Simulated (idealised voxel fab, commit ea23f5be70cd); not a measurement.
Name of the process module below: voxel transistor to metal
155 nm wide, 5 nm square cells: that's cross-section cut.
A cross-section in this document is a grid of square cells, and it is written down as bands, the top band listed before the ones below it; a band is made up of one or more rows of cells. It is stipulated that each band's entry specify, in nanometres, the height of the top of the band and then that of its bottom, followed by the materials of the band in left-to-right sequence, each together with its width in nanometres. A single material marked by the word "full width" is understood to fill the band from edge to edge; the word "empty" is understood to denote empty space. Measure heights from 0. That's the level where, below it, the as-received wafer is all one material. The lowest band is bottomless and extends downward; write it as in "0 and below". Width: "30..40" (first number = top row, second number = bottom row, same change from row to row of cells). The designation "identical to before", where it is given for a processing step, indicates that no cell of the cross-section was altered in the course of that step. In "Entrapped void list" the enclosed voids are listed, meaning empty spaces of 8 cells or larger without any opening to the top. The form is width x height at distance, distance from the left edge, units nm. It should be noted that, on the line of a given step, the content following the step's settings is a remark produced by the simulator itself with respect to that step. A step's line can hold "overlay nm"; with a mask on that step, the setting says how far right of the planned place the mask lay, while a negative setting says it lay to the left.

**List of planned process steps**
| 1 | RECEIVE, material Si |
| 2 | CONFORMAL_DEP, material SiO2, thk nm 5 |
| 3 | CONFORMAL_DEP, material SiN, thk nm 10 |
| 4 | PATTERN, tone cover, mask id ACTIVE, material resist, width nm 105, thk nm 15, overlay nm 0 |
| 5 | DIRECTIONAL_ETCH, etch materials SiN, depth nm 10 |
| 6 | DIRECTIONAL_ETCH, etch materials SiO2, depth nm 5 |
| 7 | DIRECTIONAL_ETCH, etch materials Si, depth nm 35 |
| 8 | STRIP, etch materials resist |
| 9 | OXIDIZE, depth nm 5 |
| 10 | FILL_DEP, material SiO2, thk nm 10 |
| 11 | CMP, height nm 15 |
| 12 | SELECTIVE_ETCH, etch materials SiO2, depth nm 10 |
| 13 | STRIP, etch materials SiN |
| 14 | SELECTIVE_ETCH, etch materials SiO2, depth nm 5 |
| 15 | OXIDIZE, depth nm 5 |
| 16 | DIRECTIONAL_DEP, material polySi, thk nm 20 |
| 17 | DIRECTIONAL_DEP, material SiCN, thk nm 10 |
| 18 | MASKED_ETCH, tone cover, mask id GATE, width nm 25, etch materials SiCN, depth nm 20, overlay nm 0 |
| 19 | MASKED_ETCH, tone cover, mask id GATE, width nm 25, etch materials polySi, depth nm 30, overlay nm 0 |
| 20 | CONFORMAL_DEP, material SiN, thk nm 10 |
| 21 | DIRECTIONAL_ETCH, etch materials SiN, depth nm 10 |
| 22 | DIRECTIONAL_ETCH, etch materials SiO2, depth nm 5 |
| 23 | EPI, material SiGe, thk nm 5 |
| 24 | FILL_DEP, material SiO2, thk nm 10 |
| 25 | CMP, height nm 30 |
| 26 | DIRECTIONAL_DEP, material SiO2, thk nm 10 |
| 27 | MASKED_ETCH, tone open, mask id CONTACT, width nm 25, pitch nm 60, etch materials SiO2, depth nm 40, overlay nm 0 |
| 28 | CONFORMAL_DEP, material TiN, thk nm 5 |
| 29 | FILL_DEP, material Ru, thk nm 5 |
| 30 | CMP, height nm 40 |
| 31 | CONFORMAL_DEP, material SiN, thk nm 5 |
| 32 | DIRECTIONAL_DEP, material SiO2, thk nm 20 |
| 33 | PATTERN, tone open, mask id METAL_1, material resist, width nm 15, pitch nm 70, thk nm 20, overlay nm 0 |
| 34 | DIRECTIONAL_ETCH, etch materials SiO2, depth nm 20 |
| 35 | DIRECTIONAL_ETCH, etch materials SiN, depth nm 5 |
| 36 | STRIP, etch materials resist |
| 37 | CONFORMAL_DEP, material TiN, thk nm 5 |
| 38 | FILL_DEP, material Cu, thk nm 5 |
| 39 | CMP, height nm 65 |
| 40 | EPI, material Ru, thk nm 5 |
| 41 | FILL_DEP, material SiCN, thk nm 5 |
| 42 | DIRECTIONAL_DEP, material lowk, thk nm 35 |
| 43 | DIRECTIONAL_DEP, material aC, thk nm 15 |
| 44 | PATTERN, tone open, mask id METAL_2, material resist, width nm 15, pitch nm 70, thk nm 30, overlay nm 0 |
| 45 | DIRECTIONAL_ETCH, etch materials aC, depth nm 15 |
| 46 | STRIP, etch materials resist |
| 47 | DIRECTIONAL_ETCH, etch materials lowk, depth nm 20 |
| 48 | STRIP, etch materials aC |
| 49 | PATTERN, tone open, mask id METAL_2_HOLES, material resist, width nm 15, pitch nm 70, thk nm 15, overlay nm 0 |
| 50 | DIRECTIONAL_ETCH, etch materials lowk, depth nm 15 |
| 51 | DIRECTIONAL_ETCH, etch materials SiCN, depth nm 5 |
| 52 | STRIP, etch materials resist |
| 53 | CONFORMAL_DEP, material TiN, thk nm 5 |
| 54 | FILL_DEP, material Ru, thk nm 5 |
| 55 | CMP, height nm 110 |
| 56 | CONFORMAL_DEP, material SiCN, thk nm 5 |

**First wafer of two (run as planned)**

**Wafer cross-section on receipt, i.e. after step 1**
  0 and below | Si full width
  Entrapped void list: none

**Wafer after step 2 (cross-section)**
  5 down to 0 | SiO2 full width
  Below 0, no change.

**Wafer after step 3 (cross-section)**
  15 down to 5 | SiN full width
  Below 5, no change.

**Wafer after step 4 (cross-section)**
  30 down to 15 | empty=25 / resist=105 / empty=25
  Below 15, no change.

**Wafer after step 5 (cross-section)**
  30 down to 15 | empty=25 / resist=105 / empty=25
  15 down to 5 | empty=25 / SiN=105 / empty=25
  Below 5, no change.

**Wafer after step 6 (cross-section)**
  30 down to 15 | empty=25 / resist=105 / empty=25
  15 down to 5 | empty=25 / SiN=105 / empty=25
  5 down to 0 | empty=25 / SiO2=105 / empty=25
  Below 0, no change.

**Wafer after step 7 (cross-section)**
  30 down to 15 | empty=25 / resist=105 / empty=25
  15 down to 5 | empty=25 / SiN=105 / empty=25
  5 down to 0 | empty=25 / SiO2=105 / empty=25
  0 down to -35 | empty=25 / Si=105 / empty=25
  Below -35, no change.

**Wafer after step 8 (cross-section)**
  15 down to 5 | empty=25 / SiN=105 / empty=25
  Below 5, no change.

**Wafer after step 9 (cross-section)**
  15 down to 5 | empty=25 / SiN=105 / empty=25
  5 down to 0 | empty=25 / SiO2=105 / empty=25
  0 down to -35 | empty=25 / SiO2=5 / Si=95 / SiO2=5 / empty=25
  -35 down to -40 | SiO2=30 / Si=95 / SiO2=30
  Below -40, no change.

**Wafer after step 10 (cross-section)**
  25 down to 15 | SiO2 full width
  15 down to 5 | SiO2=25 / SiN=105 / SiO2=25
  5 down to 0 | SiO2 full width
  0 down to -40 | SiO2=30 / Si=95 / SiO2=30
  Below -40, no change.

**Wafer after step 11 (cross-section)**
  15 down to 5 | SiO2=25 / SiN=105 / SiO2=25
  Below 5, no change.

**Wafer after step 12 (cross-section)**
  15 down to 5 | empty=25 / SiN=105 / empty=25
  Below 5, no change.

**Wafer after step 13 (cross-section)**
  5 down to 0 | SiO2 full width
  Below 0, no change.

**Wafer after step 14 (cross-section)**
  0 down to -40 | SiO2=30 / Si=95 / SiO2=30
  Below -40, no change.

**Wafer after step 15 (cross-section)**
  0 down to -5 | SiO2 full width
  Below -5, no change.

**Wafer after step 16 (cross-section)**
  20 down to 0 | polySi full width
  Below 0, no change.

**Wafer after step 17 (cross-section)**
  30 down to 20 | SiCN full width
  Below 20, no change.

**Wafer after step 18 (cross-section)**
  30 down to 20 | empty=65 / SiCN=25 / empty=65
  Below 20, no change.

**Wafer after step 19 (cross-section)**
  30 down to 20 | empty=65 / SiCN=25 / empty=65
  20 down to 0 | empty=65 / polySi=25 / empty=65
  Below 0, no change.

**Wafer after step 20 (cross-section)**
  40 down to 30 | empty=55 / SiN=45 / empty=55
  30 down to 20 | empty=55 / SiN=10 / SiCN=25 / SiN=10 / empty=55
  20 down to 10 | empty=55 / SiN=10 / polySi=25 / SiN=10 / empty=55
  10 down to 0 | SiN=65 / polySi=25 / SiN=65
  Below 0, no change.

**Wafer after step 21 (cross-section)**
  30 down to 20 | empty=55 / SiN=10 / SiCN=25 / SiN=10 / empty=55
  20 down to 0 | empty=55 / SiN=10 / polySi=25 / SiN=10 / empty=55
  Below 0, no change.

**Wafer after step 22 (cross-section)**
  30 down to 20 | empty=55 / SiN=10 / SiCN=25 / SiN=10 / empty=55
  20 down to 0 | empty=55 / SiN=10 / polySi=25 / SiN=10 / empty=55
  0 down to -5 | empty=55 / SiO2=45 / empty=55
  Below -5, no change.

**Wafer after step 23 (cross-section)**
  30 down to 20 | empty=55 / SiN=10 / SiCN=25 / SiN=10 / empty=55
  20 down to 0 | empty=55 / SiN=10 / polySi=25 / SiN=10 / empty=55
  0 down to -5 | empty=25 / SiGe=30 / SiO2=45 / SiGe=30 / empty=25
  Below -5, no change.

**Wafer after step 24 (cross-section)**
  40 down to 30 | SiO2 full width
  30 down to 20 | SiO2=55 / SiN=10 / SiCN=25 / SiN=10 / SiO2=55
  20 down to 0 | SiO2=55 / SiN=10 / polySi=25 / SiN=10 / SiO2=55
  0 down to -5 | SiO2=25 / SiGe=30 / SiO2=45 / SiGe=30 / SiO2=25
  Below -5, no change.

**Wafer after step 25 (cross-section)**
  30 down to 20 | SiO2=55 / SiN=10 / SiCN=25 / SiN=10 / SiO2=55
  Below 20, no change.

**Wafer after step 26 (cross-section)**
  40 down to 30 | SiO2 full width
  Below 30, no change.

**Wafer after step 27 (cross-section)**
  40 down to 30 | SiO2=35 / empty=25 / SiO2=35 / empty=25 / SiO2=35
  30 down to 20 | SiO2=35 / empty=20 / SiN=10 / SiCN=25 / SiN=10 / empty=20 / SiO2=35
  20 down to 0 | SiO2=35 / empty=20 / SiN=10 / polySi=25 / SiN=10 / empty=20 / SiO2=35
  Below 0, no change.

**Wafer after step 28 (cross-section)**
  45 down to 40 | TiN=40 / empty=15 / TiN=45 / empty=15 / TiN=40
  40 down to 30 | SiO2=35 / TiN=5 / empty=15..10 / TiN=5..10 / SiO2=35 / TiN=5..10 / empty=15..10 / TiN=5 / SiO2=35
  30 down to 20 | SiO2=35 / TiN=5 / empty=10 / TiN=5 / SiN=10 / SiCN=25 / SiN=10 / TiN=5 / empty=10 / TiN=5 / SiO2=35
  20 down to 5 | SiO2=35 / TiN=5 / empty=10 / TiN=5 / SiN=10 / polySi=25 / SiN=10 / TiN=5 / empty=10 / TiN=5 / SiO2=35
  5 down to 0 | SiO2=35 / TiN=20 / SiN=10 / polySi=25 / SiN=10 / TiN=20 / SiO2=35
  Below 0, no change.

**Wafer after step 29 (cross-section)**
  50 down to 45 | Ru full width
  45 down to 40 | TiN=40 / Ru=15 / TiN=45 / Ru=15 / TiN=40
  40 down to 30 | SiO2=35 / TiN=5 / Ru=15..10 / TiN=5..10 / SiO2=35 / TiN=5..10 / Ru=15..10 / TiN=5 / SiO2=35
  30 down to 20 | SiO2=35 / TiN=5 / Ru=10 / TiN=5 / SiN=10 / SiCN=25 / SiN=10 / TiN=5 / Ru=10 / TiN=5 / SiO2=35
  20 down to 5 | SiO2=35 / TiN=5 / Ru=10 / TiN=5 / SiN=10 / polySi=25 / SiN=10 / TiN=5 / Ru=10 / TiN=5 / SiO2=35
  Below 5, no change.

**Wafer after step 30 (cross-section)**
  40 down to 30 | SiO2=35 / TiN=5 / Ru=15..10 / TiN=5..10 / SiO2=35 / TiN=5..10 / Ru=15..10 / TiN=5 / SiO2=35
  Below 30, no change.

**Wafer after step 31 (cross-section)**
  45 down to 40 | SiN full width
  Below 40, no change.

**Wafer after step 32 (cross-section)**
  65 down to 45 | SiO2 full width
  Below 45, no change.

**Wafer after step 33 (cross-section)**
  85 down to 65 | resist=35 / empty=15 / resist=55 / empty=15 / resist=35
  Below 65, no change.

**Wafer after step 34 (cross-section)**
  85 down to 65 | resist=35 / empty=15 / resist=55 / empty=15 / resist=35
  65 down to 45 | SiO2=35 / empty=15 / SiO2=55 / empty=15 / SiO2=35
  Below 45, no change.

**Wafer after step 35 (cross-section)**
  85 down to 65 | resist=35 / empty=15 / resist=55 / empty=15 / resist=35
  65 down to 45 | SiO2=35 / empty=15 / SiO2=55 / empty=15 / SiO2=35
  45 down to 40 | SiN=35 / empty=15 / SiN=55 / empty=15 / SiN=35
  Below 40, no change.

**Wafer after step 36 (cross-section)**
  65 down to 45 | SiO2=35 / empty=15 / SiO2=55 / empty=15 / SiO2=35
  Below 45, no change.

**Wafer after step 37 (cross-section)**
  70 down to 65 | TiN=40 / empty=5 / TiN=65 / empty=5 / TiN=40
  65 down to 45 | SiO2=35 / TiN=5 / empty=5 / TiN=5 / SiO2=55 / TiN=5 / empty=5 / TiN=5 / SiO2=35
  45 down to 40 | SiN=35 / TiN=15 / SiN=55 / TiN=15 / SiN=35
  Below 40, no change.

**Wafer after step 38 (cross-section)**
  75 down to 70 | Cu full width
  70 down to 65 | TiN=40 / Cu=5 / TiN=65 / Cu=5 / TiN=40
  65 down to 45 | SiO2=35 / TiN=5 / Cu=5 / TiN=5 / SiO2=55 / TiN=5 / Cu=5 / TiN=5 / SiO2=35
  Below 45, no change.

**Wafer after step 39 (cross-section)**
  65 down to 45 | SiO2=35 / TiN=5 / Cu=5 / TiN=5 / SiO2=55 / TiN=5 / Cu=5 / TiN=5 / SiO2=35
  Below 45, no change.

**Wafer after step 40 (cross-section)**
  70 down to 65 | empty=30 / Ru=25 / empty=45 / Ru=25 / empty=30
  Below 65, no change.

**Wafer after step 41 (cross-section)**
  75 down to 70 | SiCN full width
  70 down to 65 | SiCN=30 / Ru=25 / SiCN=45 / Ru=25 / SiCN=30
  Below 65, no change.

**Wafer after step 42 (cross-section)**
  110 down to 75 | lowk full width
  Below 75, no change.

**Wafer after step 43 (cross-section)**
  125 down to 110 | aC full width
  Below 110, no change.

**Wafer after step 44 (cross-section)**
  155 down to 125 | resist=35 / empty=15 / resist=55 / empty=15 / resist=35
  Below 125, no change.

**Wafer after step 45 (cross-section)**
  140 down to 125 | resist=35 / empty=15 / resist=55 / empty=15 / resist=35
  125 down to 110 | aC=35 / empty=15 / aC=55 / empty=15 / aC=35
  Below 110, no change.

**Wafer after step 46 (cross-section)**
  125 down to 110 | aC=35 / empty=15 / aC=55 / empty=15 / aC=35
  Below 110, no change.

**Wafer after step 47 (cross-section)**
  125 down to 110 | aC=35 / empty=15 / aC=55 / empty=15 / aC=35
  110 down to 90 | lowk=35 / empty=15 / lowk=55 / empty=15 / lowk=35
  Below 90, no change.

**Wafer after step 48 (cross-section)**
  110 down to 90 | lowk=35 / empty=15 / lowk=55 / empty=15 / lowk=35
  Below 90, no change.

**Wafer after step 49 (cross-section)**
  125 down to 110 | resist=35 / empty=15 / resist=55 / empty=15 / resist=35
  Below 110, no change.

**Wafer after step 50 (cross-section)**
  125 down to 110 | resist=35 / empty=15 / resist=55 / empty=15 / resist=35
  110 down to 75 | lowk=35 / empty=15 / lowk=55 / empty=15 / lowk=35
  Below 75, no change.

**Wafer after step 51 (cross-section)**
  125 down to 110 | resist=35 / empty=15 / resist=55 / empty=15 / resist=35
  110 down to 75 | lowk=35 / empty=15 / lowk=55 / empty=15 / lowk=35
  75 down to 70 | SiCN=35 / empty=15 / SiCN=55 / empty=15 / SiCN=35
  Below 70, no change.

**Wafer after step 52 (cross-section)**
  110 down to 75 | lowk=35 / empty=15 / lowk=55 / empty=15 / lowk=35
  Below 75, no change.

**Wafer after step 53 (cross-section)**
  115 down to 110 | TiN=40 / empty=5 / TiN=65 / empty=5 / TiN=40
  110 down to 75 | lowk=35 / TiN=5 / empty=5 / TiN=5 / lowk=55 / TiN=5 / empty=5 / TiN=5 / lowk=35
  75 down to 70 | SiCN=35 / TiN=15 / SiCN=55 / TiN=15 / SiCN=35
  Below 70, no change.

**Wafer after step 54 (cross-section)**
  120 down to 115 | Ru full width
  115 down to 110 | TiN=40 / Ru=5 / TiN=65 / Ru=5 / TiN=40
  110 down to 75 | lowk=35 / TiN=5 / Ru=5 / TiN=5 / lowk=55 / TiN=5 / Ru=5 / TiN=5 / lowk=35
  Below 75, no change.

**Wafer after step 55 (cross-section)**
  110 down to 75 | lowk=35 / TiN=5 / Ru=5 / TiN=5 / lowk=55 / TiN=5 / Ru=5 / TiN=5 / lowk=35
  Below 75, no change.

**Wafer after step 56 (cross-section)**
  115 down to 110 | SiCN full width
  Below 110, no change.

**second wafer: like start, like plan, one mistake. Through step 37 it matches the first wafer**

**Second wafer, cross-section, planned end of step 38**
  75 down to 70 | aC full width
  70 down to 65 | TiN=40 / aC=5 / TiN=65 / aC=5 / TiN=40
  65 down to 45 | SiO2=35 / TiN=5 / aC=5 / TiN=5 / SiO2=55 / TiN=5 / aC=5 / TiN=5 / SiO2=35
  Below 45, no change.

**Second wafer, cross-section, planned end of step 39**
  65 down to 45 | SiO2=35 / TiN=5 / aC=5 / TiN=5 / SiO2=55 / TiN=5 / aC=5 / TiN=5 / SiO2=35
  Below 45, no change.

**Second wafer, cross-section, planned end of step 40**
  70 down to 65 | empty=30 / Ru=25 / empty=45 / Ru=25 / empty=30
  Below 65, no change.

**Second wafer, cross-section, planned end of step 41**
  75 down to 70 | SiCN full width
  70 down to 65 | SiCN=30 / Ru=25 / SiCN=45 / Ru=25 / SiCN=30
  Below 65, no change.

**Second wafer, cross-section, planned end of step 42**
  110 down to 75 | lowk full width
  Below 75, no change.

**Second wafer, cross-section, planned end of step 43**
  125 down to 110 | aC full width
  Below 110, no change.

**Second wafer, cross-section, planned end of step 44**
  155 down to 125 | resist=35 / empty=15 / resist=55 / empty=15 / resist=35
  Below 125, no change.

**Second wafer, cross-section, planned end of step 45**
  140 down to 125 | resist=35 / empty=15 / resist=55 / empty=15 / resist=35
  125 down to 110 | aC=35 / empty=15 / aC=55 / empty=15 / aC=35
  Below 110, no change.

**Second wafer, cross-section, planned end of step 46**
  125 down to 110 | aC=35 / empty=15 / aC=55 / empty=15 / aC=35
  Below 110, no change.

**Second wafer, cross-section, planned end of step 47**
  125 down to 110 | aC=35 / empty=15 / aC=55 / empty=15 / aC=35
  110 down to 90 | lowk=35 / empty=15 / lowk=55 / empty=15 / lowk=35
  Below 90, no change.

**Second wafer, cross-section, planned end of step 48**
  110 down to 90 | lowk=35 / empty=15 / lowk=55 / empty=15 / lowk=35
  Below 90, no change.

**Second wafer, cross-section, planned end of step 49**
  125 down to 110 | resist=35 / empty=15 / resist=55 / empty=15 / resist=35
  Below 110, no change.

**Second wafer, cross-section, planned end of step 50**
  125 down to 110 | resist=35 / empty=15 / resist=55 / empty=15 / resist=35
  110 down to 75 | lowk=35 / empty=15 / lowk=55 / empty=15 / lowk=35
  Below 75, no change.

**Second wafer, cross-section, planned end of step 51**
  125 down to 110 | resist=35 / empty=15 / resist=55 / empty=15 / resist=35
  110 down to 75 | lowk=35 / empty=15 / lowk=55 / empty=15 / lowk=35
  75 down to 70 | SiCN=35 / empty=15 / SiCN=55 / empty=15 / SiCN=35
  Below 70, no change.

**Second wafer, cross-section, planned end of step 52**
  110 down to 75 | lowk=35 / empty=15 / lowk=55 / empty=15 / lowk=35
  Below 75, no change.

**Second wafer, cross-section, planned end of step 53**
  115 down to 110 | TiN=40 / empty=5 / TiN=65 / empty=5 / TiN=40
  110 down to 75 | lowk=35 / TiN=5 / empty=5 / TiN=5 / lowk=55 / TiN=5 / empty=5 / TiN=5 / lowk=35
  75 down to 70 | SiCN=35 / TiN=15 / SiCN=55 / TiN=15 / SiCN=35
  Below 70, no change.

**Second wafer, cross-section, planned end of step 54**
  120 down to 115 | Ru full width
  115 down to 110 | TiN=40 / Ru=5 / TiN=65 / Ru=5 / TiN=40
  110 down to 75 | lowk=35 / TiN=5 / Ru=5 / TiN=5 / lowk=55 / TiN=5 / Ru=5 / TiN=5 / lowk=35
  Below 75, no change.

**Second wafer, cross-section, planned end of step 55**
  110 down to 75 | lowk=35 / TiN=5 / Ru=5 / TiN=5 / lowk=55 / TiN=5 / Ru=5 / TiN=5 / lowk=35
  Below 75, no change.

**Second wafer, cross-section, planned end of step 56**
  115 down to 110 | SiCN full width
  Below 110, no change.
Here's what went sideways: step 38 was processed under conditions differing from the plan, specifically as FILL_DEP, material aC, thk nm 5
Bottom line after processing is that, in cells, the second wafer is up or down on some materials versus the first: 8 fewer of Cu; 8 more of aC
